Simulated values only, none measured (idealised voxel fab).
You're looking at the process module voxel plated lines.
Displayed cross-section: cut, width of 190 nm, square cells sized 5 nm.
The cross-sections in this document take the form of a grid made of square cells. They are written out as bands, in order from top to bottom. Each band consists of one or more rows of cells. In this notation a band is specified by the heights of its top and bottom, in that order and in nm, after which its materials appear from left to right, each paired with its width in nm. The word "full width" attached to a single material means that material fills the band from edge to edge; the word "air" stands for empty space. Height 0 is the level under which the wafer as received is all one material. The lowest band goes on downwards, as in "z 0 and below". Per-row width for "30..40": begins at first number (top row of band), ends at second number (bottom row), increment between rows held constant. For the purposes of this document, the phrase "nothing altered" attached to a step denotes that no cell within the cross-section was modified by that step. Each empty space that has no open way to the top and spans at least 8 cells appears under "Voids, sealed" as width x height at distance, the distance counted from the left edge, all in nm. On a step's line, text after the settings is the simulator commenting on that step. overlay nm, on a step with a mask: how far to the right of its planned place the mask lay; to the left if negative. Note on reading: below, each pair holds a cross-section from before one process step and one from after it; the one from after shows only down to the lowest band that changed. Beneath the pair, the step in between is stated along with its settings. The pairs can stem from different runs of this module on the same starting wafer. Where a pair's entry headed "Cross-section, before" says so, and only there, that pair continues from the pair above it.

# Cross-section, before
    z 0 and below  Si full width
    Voids, sealed: none

# Post-Step Appearance
    z 15 to 0  Al2O3 full width
    Under 0: no change, same as before.
    Voids, sealed: none
Which process step falls between the two cross-sections above? CONFORMAL_DEP with material Al2O3, thk nm 15

Cross-section, before: It is represented by the cross-section appearing after the step of the pair directly above.

# Post-Step Appearance
    z 20 to 15  TiN full width
    Under 15: no change, same as before.
    Voids, sealed: none
Which process step falls between the two cross-sections above? DIRECTIONAL_DEP with material TiN, thk nm 5

Cross-section, before: It is represented by the cross-section appearing after the step of the pair directly above.

# Post-Step Appearance
    z 35 to 20  resist=45; air=20; resist=20; air=20; resist=20; air=20; resist=45
    Under 20: no change, same as before.
    Voids, sealed: none
Which process step falls between the two cross-sections above? PATTERN with tone open, mask id LINES, material resist, width nm 20, pitch nm 40, thk nm 15, overlay nm 0

Cross-section, before: It is represented by the cross-section appearing after the step of the pair directly above.

# Post-Step Appearance
    z 35 to 30  resist=45; air=20; resist=20; air=20; resist=20; air=20; resist=45
    z 30 to 20  resist=45; Ru=20; resist=20; Ru=20; resist=20; Ru=20; resist=45
    Under 20: no change, same as before.
    Voids, sealed: none
Which process step falls between the two cross-sections above? EPI with material Ru, thk nm 10

Cross-section, before: It is represented by the cross-section appearing after the step of the pair directly above.

# Post-Step Appearance
    z 30 to 20  air=45; Ru=20; air=20; Ru=20; air=20; Ru=20; air=45
    Under 20: no change, same as before.
    Voids, sealed: none
Which process step falls between the two cross-sections above? STRIP with etch materials resist

Cross-section, before: It is represented by the cross-section appearing after the step of the pair directly above.

# Post-Step Appearance
    z 30 to 20  air=45; Ru=20; air=20; Ru=20; air=20; Ru=20; air=45
    z 20 to 15  air=45; TiN=20; air=20; TiN=20; air=20; TiN=20; air=45
    Under 15: no change, same as before.
    Voids, sealed: none
Which process step falls between the two cross-sections above? DIRECTIONAL_ETCH with etch materials TiN, depth nm 5

Cross-section, before: It is represented by the cross-section appearing after the step of the pair directly above.

# Post-Step Appearance
    z 35 to 30  air=40; SiCN=30; air=10; SiCN=30; air=10; SiCN=30; air=40
    z 30 to 20  air=40; SiCN=5; Ru=20; SiCN=5; air=10; SiCN=5; Ru=20; SiCN=5; air=10; SiCN=5; Ru=20; SiCN=5; air=40
    z 20 to 15  SiCN=45; TiN=20; SiCN=20; TiN=20; SiCN=20; TiN=20; SiCN=45
    Under 15: no change, same as before.
    Voids, sealed: none
Which process step falls between the two cross-sections above? CONFORMAL_DEP with material SiCN, thk nm 5

# Cross-section, before
    z 35 to 30  resist=45; air=20; resist=20; air=20; resist=20; air=20; resist=45
    z 30 to 20  resist=45; Ru=20; resist=20; Ru=20; resist=20; Ru=20; resist=45
    z 20 to 15  TiN full width
    z 15 to 0  Al2O3 full width
    z 0 and below  Si full width
    Voids, sealed: none

# Post-Step Appearance
    z 40 to 35  air=40; Ru=30; air=10; Ru=30; air=10; Ru=30; air=40
    z 35 to 20  resist=45; Ru=20; resist=20; Ru=20; resist=20; Ru=20; resist=45
    Under 20: no change, same as before.
    Voids, sealed: none
Which process step falls between the two cross-sections above? EPI with material Ru, thk nm 10

Cross-section, before: It is represented by the cross-section appearing after the step of the pair directly above.

# Post-Step Appearance
    z 40 to 35  air=40; Ru=30; air=10; Ru=30; air=10; Ru=30; air=40
    z 35 to 20  air=45; Ru=20; air=20; Ru=20; air=20; Ru=20; air=45
    Under 20: no change, same as before.
    Voids, sealed: none
Which process step falls between the two cross-sections above? STRIP with etch materials resist

Cross-section, before: It is represented by the cross-section appearing after the step of the pair directly above.

# Post-Step Appearance
    z 40 to 35  air=40; Ru=30; air=10; Ru=30; air=10; Ru=30; air=40
    z 35 to 20  air=45; Ru=20; air=20; Ru=20; air=20; Ru=20; air=45
    z 20 to 15  air=40; TiN=30; air=10; TiN=30; air=10; TiN=30; air=40
    Under 15: no change, same as before.
    Voids, sealed: none
Which process step falls between the two cross-sections above? DIRECTIONAL_ETCH with etch materials TiN, depth nm 5

Cross-section, before: It is represented by the cross-section appearing after the step of the pair directly above.

# Post-Step Appearance
    z 45 to 40  air=35; SiCN=120; air=35
    z 40 to 30  air=35; SiCN=5..10; Ru=30..20; SiCN=10..20; Ru=30..20; SiCN=10..20; Ru=30..20; SiCN=5..10; air=35
    z 30 to 25  air=40; SiCN=5; Ru=20; SiCN=5; air=10; SiCN=5; Ru=20; SiCN=5; air=10; SiCN=5; Ru=20; SiCN=5; air=40
    z 25 to 20  air=35; SiCN=10; Ru=20; SiCN=20; Ru=20; SiCN=20; Ru=20; SiCN=10; air=35
    z 20 to 15  SiCN=40; TiN=30; SiCN=10; TiN=30; SiCN=10; TiN=30; SiCN=40
    Under 15: no change, same as before.
    Voids, sealed: none
Which process step falls between the two cross-sections above? CONFORMAL_DEP with material SiCN, thk nm 5

# Cross-section, before
    z 0 and below  Si full width
    Voids, sealed: none

# Post-Step Appearance
    z 5 to 0  TiN full width
    Under 0: no change, same as before.
    Voids, sealed: none
Which process step falls between the two cross-sections above? DIRECTIONAL_DEP with material TiN, thk nm 5

Cross-section, before: It is represented by the cross-section appearing after the step of the pair directly above.

# Post-Step Appearance
    z 20 to 5  Al2O3 full width
    Under 5: no change, same as before.
    Voids, sealed: none
Which process step falls between the two cross-sections above? CONFORMAL_DEP with material Al2O3, thk nm 15

Cross-section, before: It is represented by the cross-section appearing after the step of the pair directly above.

# Post-Step Appearance
    z 35 to 20  resist=45; air=20; resist=20; air=20; resist=20; air=20; resist=45
    Under 20: no change, same as before.
    Voids, sealed: none
Which process step falls between the two cross-sections above? PATTERN with tone open, mask id LINES, material resist, width nm 20, pitch nm 40, thk nm 15, overlay nm 0

Cross-section, before: It is represented by the cross-section appearing after the step of the pair directly above.

# Post-Step Appearance
    z 20 to 5  Al2O3 full width
    Under 5: no change, same as before.
    Voids, sealed: none
Which process step falls between the two cross-sections above? STRIP with etch materials resist

Cross-section, before: It is represented by the cross-section appearing after the step of the pair directly above.

# Post-Step Appearance
    z 25 to 20  SiCN full width
    Under 20: no change, same as before.
    Voids, sealed: none
Which process step falls between the two cross-sections above? CONFORMAL_DEP with material SiCN, thk nm 5

# Cross-section, before
    z 20 to 15  TiN full width
    z 15 to 0  Al2O3 full width
    z 0 and below  Si full width
    Voids, sealed: none

# Post-Step Appearance
    z 25 to 20  resist=45; air=20; resist=20; air=20; resist=20; air=20; resist=45
    Under 20: no change, same as before.
    Voids, sealed: none
Which process step falls between the two cross-sections above? PATTERN with tone open, mask id LINES, material resist, width nm 20, pitch nm 40, thk nm 5, overlay nm 0

Cross-section, before: It is represented by the cross-section appearing after the step of the pair directly above.

# Post-Step Appearance
    z 30 to 25  air=40; Ru=30; air=10; Ru=30; air=10; Ru=30; air=40
    z 25 to 20  resist=45; Ru=20; resist=20; Ru=20; resist=20; Ru=20; resist=45
    Under 20: no change, same as before.
    Voids, sealed: none
Which process step falls between the two cross-sections above? EPI with material Ru, thk nm 10

Cross-section, before: It is represented by the cross-section appearing after the step of the pair directly above.

# Post-Step Appearance
    z 30 to 20  air=40..45; Ru=30..20; air=10..20; Ru=30..20; air=10..20; Ru=30..20; air=40..45
    Under 20: no change, same as before.
    Voids, sealed: none
Which process step falls between the two cross-sections above? STRIP with etch materials resist

Cross-section, before: It is represented by the cross-section appearing after the step of the pair directly above.

# Post-Step Appearance
    z 30 to 20  air=40..45; Ru=30..20; air=10..20; Ru=30..20; air=10..20; Ru=30..20; air=40..45
    z 20 to 15  air=40; TiN=30; air=10; TiN=30; air=10; TiN=30; air=40
    Under 15: no change, same as before.
    Voids, sealed: none
Which process step falls between the two cross-sections above? DIRECTIONAL_ETCH with etch materials TiN, depth nm 5

Cross-section, before: It is represented by the cross-section appearing after the step of the pair directly above.

# Post-Step Appearance
    z 35 to 30  air=35; SiCN=120; air=35
    z 30 to 20  air=35; SiCN=5..10; Ru=30..20; SiCN=10..20; Ru=30..20; SiCN=10..20; Ru=30..20; SiCN=5..10; air=35
    z 20 to 15  SiCN=40; TiN=30; SiCN=10; TiN=30; SiCN=10; TiN=30; SiCN=40
    Under 15: no change, same as before.
    Voids, sealed: none
Which process step falls between the two cross-sections above? CONFORMAL_DEP with material SiCN, thk nm 5

# Cross-section, before
    z 20 to 15  TiN full width
    z 15 to 0  Al2O3 full width
    z 0 and below  Si full width
    Voids, sealed: none

# Post-Step Appearance
    z 35 to 20  resist=50; air=15; resist=25; air=15; resist=25; air=15; resist=45
    Under 20: no change, same as before.
    Voids, sealed: none
Which process step falls between the two cross-sections above? PATTERN with tone open, mask id LINES, material resist, width nm 15, pitch nm 40, thk nm 15, overlay nm 0

Cross-section, before: It is represented by the cross-section appearing after the step of the pair directly above.

# Post-Step Appearance
    z 35 to 30  resist=50; air=15; resist=25; air=15; resist=25; air=15; resist=45
    z 30 to 20  resist=50; Ru=15; resist=25; Ru=15; resist=25; Ru=15; resist=45
    Under 20: no change, same as before.
    Voids, sealed: none
Which process step falls between the two cross-sections above? EPI with material Ru, thk nm 10

Cross-section, before: It is represented by the cross-section appearing after the step of the pair directly above.

# Post-Step Appearance
    z 30 to 20  air=50; Ru=15; air=25; Ru=15; air=25; Ru=15; air=45
    Under 20: no change, same as before.
    Voids, sealed: none
Which process step falls between the two cross-sections above? STRIP with etch materials resist

Cross-section, before: It is represented by the cross-section appearing after the step of the pair directly above.

# Post-Step Appearance
    z 30 to 20  air=50; Ru=15; air=25; Ru=15; air=25; Ru=15; air=45
    z 20 to 15  air=50; TiN=15; air=25; TiN=15; air=25; TiN=15; air=45
    Under 15: no change, same as before.
    Voids, sealed: none
Which process step falls between the two cross-sections above? DIRECTIONAL_ETCH with etch materials TiN, depth nm 5

Cross-section, before: It is represented by the cross-section appearing after the step of the pair directly above.

# Post-Step Appearance
    z 35 to 30  air=45; SiCN=25; air=15; SiCN=25; air=15; SiCN=25; air=40
    z 30 to 20  air=45; SiCN=5; Ru=15; SiCN=5; air=15; SiCN=5; Ru=15; SiCN=5; air=15; SiCN=5; Ru=15; SiCN=5; air=40
    z 20 to 15  SiCN=50; TiN=15; SiCN=25; TiN=15; SiCN=25; TiN=15; SiCN=45
    Under 15: no change, same as before.
    Voids, sealed: none
Which process step falls between the two cross-sections above? CONFORMAL_DEP with material SiCN, thk nm 5

# Cross-section, before
    z 20 to 15  TiN full width
    z 15 to 0  Al2O3 full width
    z 0 and below  Si full width
    Voids, sealed: none

# Post-Step Appearance
    z 35 to 20  resist=50; air=20; resist=20; air=20; resist=20; air=20; resist=40
    Under 20: no change, same as before.
    Voids, sealed: none
Which process step falls between the two cross-sections above? PATTERN with tone open, mask id LINES, material resist, width nm 20, pitch nm 40, thk nm 15, overlay nm 5

Cross-section, before: It is represented by the cross-section appearing after the step of the pair directly above.

# Post-Step Appearance
    z 35 to 30  resist=50; air=20; resist=20; air=20; resist=20; air=20; resist=40
    z 30 to 20  resist=50; Ru=20; resist=20; Ru=20; resist=20; Ru=20; resist=40
    Under 20: no change, same as before.
    Voids, sealed: none
Which process step falls between the two cross-sections above? EPI with material Ru, thk nm 10

Cross-section, before: It is represented by the cross-section appearing after the step of the pair directly above.

# Post-Step Appearance
    z 30 to 20  air=50; Ru=20; air=20; Ru=20; air=20; Ru=20; air=40
    Under 20: no change, same as before.
    Voids, sealed: none
Which process step falls between the two cross-sections above? STRIP with etch materials resist

Cross-section, before: It is represented by the cross-section appearing after the step of the pair directly above.

# Post-Step Appearance
    z 30 to 20  air=50; Ru=20; air=20; Ru=20; air=20; Ru=20; air=40
    z 20 to 15  air=50; TiN=20; air=20; TiN=20; air=20; TiN=20; air=40
    Under 15: no change, same as before.
    Voids, sealed: none
Which process step falls between the two cross-sections above? DIRECTIONAL_ETCH with etch materials TiN, depth nm 5

Cross-section, before: It is represented by the cross-section appearing after the step of the pair directly above.

# Post-Step Appearance
    z 35 to 30  air=45; SiCN=30; air=10; SiCN=30; air=10; SiCN=30; air=35
    z 30 to 20  air=45; SiCN=5; Ru=20; SiCN=5; air=10; SiCN=5; Ru=20; SiCN=5; air=10; SiCN=5; Ru=20; SiCN=5; air=35
    z 20 to 15  SiCN=50; TiN=20; SiCN=20; TiN=20; SiCN=20; TiN=20; SiCN=40
    Under 15: no change, same as before.
    Voids, sealed: none
Which process step falls between the two cross-sections above? CONFORMAL_DEP with material SiCN, thk nm 5

# Cross-section, before
    z 30 to 20  air=45; Ru=20; air=20; Ru=20; air=20; Ru=20; air=45
    z 20 to 15  air=45; TiN=20; air=20; TiN=20; air=20; TiN=20; air=45
    z 15 to 0  Al2O3 full width
    z 0 and below  Si full width
    Voids, sealed: none

# Post-Step Appearance
    z 35 to 30  air=40; TiN=30; air=10; TiN=30; air=10; TiN=30; air=40
    z 30 to 20  air=40; TiN=5; Ru=20; TiN=5; air=10; TiN=5; Ru=20; TiN=5; air=10; TiN=5; Ru=20; TiN=5; air=40
    z 20 to 15  TiN full width
    Under 15: no change, same as before.
    Voids, sealed: none
Which process step falls between the two cross-sections above? CONFORMAL_DEP with material TiN, thk nm 5

# Cross-section, before
    z 20 to 15  TiN full width
    z 15 to 0  Al2O3 full width
    z 0 and below  Si full width
    Voids, sealed: none

# Post-Step Appearance
    z 35 to 20  air=45; resist=20; air=20; resist=20; air=20; resist=20; air=45
    Under 20: no change, same as before.
    Voids, sealed: none
Which process step falls between the two cross-sections above? PATTERN with tone cover, mask id LINES, material resist, width nm 20, pitch nm 40, thk nm 15, overlay nm 0

Cross-section, before: It is represented by the cross-section appearing after the step of the pair directly above.

# Post-Step Appearance
    z 35 to 30  air=45; resist=20; air=20; resist=20; air=20; resist=20; air=45
    z 30 to 20  Ru=45; resist=20; Ru=20; resist=20; Ru=20; resist=20; Ru=45
    Under 20: no change, same as before.
    Voids, sealed: none
Which process step falls between the two cross-sections above? EPI with material Ru, thk nm 10

Cross-section, before: It is represented by the cross-section appearing after the step of the pair directly above.

# Post-Step Appearance
    z 30 to 20  Ru=45; air=20; Ru=20; air=20; Ru=20; air=20; Ru=45
    Under 20: no change, same as before.
    Voids, sealed: none
Which process step falls between the two cross-sections above? STRIP with etch materials resist

Cross-section, before: It is represented by the cross-section appearing after the step of the pair directly above.

# Post-Step Appearance
    z 30 to 20  Ru=45; air=20; Ru=20; air=20; Ru=20; air=20; Ru=45
    z 20 to 15  TiN=45; air=20; TiN=20; air=20; TiN=20; air=20; TiN=45
    Under 15: no change, same as before.
    Voids, sealed: none
Which process step falls between the two cross-sections above? DIRECTIONAL_ETCH with etch materials TiN, depth nm 5

Cross-section, before: It is represented by the cross-section appearing after the step of the pair directly above.

# Post-Step Appearance
    z 35 to 30  SiCN=50; air=10; SiCN=30; air=10; SiCN=30; air=10; SiCN=50
    z 30 to 20  Ru=45; SiCN=5; air=10; SiCN=5; Ru=20; SiCN=5; air=10; SiCN=5; Ru=20; SiCN=5; air=10; SiCN=5; Ru=45
    z 20 to 15  TiN=45; SiCN=20; TiN=20; SiCN=20; TiN=20; SiCN=20; TiN=45
    Under 15: no change, same as before.
    Voids, sealed: none
Which process step falls between the two cross-sections above? CONFORMAL_DEP with material SiCN, thk nm 5
